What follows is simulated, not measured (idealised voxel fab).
Presented below is a process module, voxel released beams.
In the cross-section labelled cut, the width is 175 nm and each square cell is 5 nm.
Throughout this document, each cross-section is represented as a grid of square cells and is presented as a sequence of bands enumerated from the top downward, where a band comprises one or more rows of cells.
First you get the band's top height and its bottom height, in nm, and then the materials it's made of, left to right, with each width in nm. If you see a single material with "edge to edge", that one covers the band edge to edge. "empty" is empty space.
Heights are reckoned from 0. Under this level, the received wafer is all of one material. The bottommost band is open-ended downward, for example "top 0, no bottom".
With a width like "30 to 40", each row of cells in the band differs from the next by the same amount, the top row carrying the first number and the bottom row the second.
Take "no alterations made" at face value: in the step it is given for, the cross-section changed in none of its cells.
If an empty space has no open way to the top and is at least 8 cells in size, "Closed voids list" lists it, written width x height at distance, where distance is measured from the left edge and every value is in nm.
Formally, on a step line, whatever follows the settings is a remark that the simulator itself makes on the step.
The optional step-line setting "overlay nm" applies to steps with a mask and quantifies how far to the right of its planned location the mask lay, a negative value indicating leftward placement.

-- The process steps that were planned are listed below
1: RECEIVE: material Si
2: CONFORMAL_DEP: material SiN, thk nm 10
3: DIRECTIONAL_DEP: material SiO2, thk nm 20
4: MASKED_ETCH: tone open, mask id ANCHOR, width nm 35, etch materials SiO2, depth nm 20, overlay nm 0
5: CONFORMAL_DEP: material W, thk nm 10
6: MASKED_ETCH: tone cover, mask id BEAM, width nm 100, etch materials W, depth nm 10, overlay nm 0
7: STRIP: etch materials SiO2
The plan's step 6 width nm is the first wafer's value; the wafers differ in this setting and start identical.

-- Cross-section of the first of several received wafers, showing its state after step 1
  top 0, no bottom | Si edge to edge
  Closed voids list: none

-- Here is how to read the rows: every wafer has a row, and it shows the wafer at the end of the module, giving for each material how many cells were gained (+) or lost (-) since the wafer was received, then listing its closed voids
width nm 100; +70 SiN; +56 W; Closed voids list: none
width nm 105; +70 SiN; +58 W; Closed voids list: none
width nm 110; +70 SiN; +60 W; Closed voids list: none
width nm 115; +70 SiN; +62 W; Closed voids list: none
width nm 120; +70 SiN; +64 W; Closed voids list: none
width nm 125; +70 SiN; +66 W; Closed voids list: none
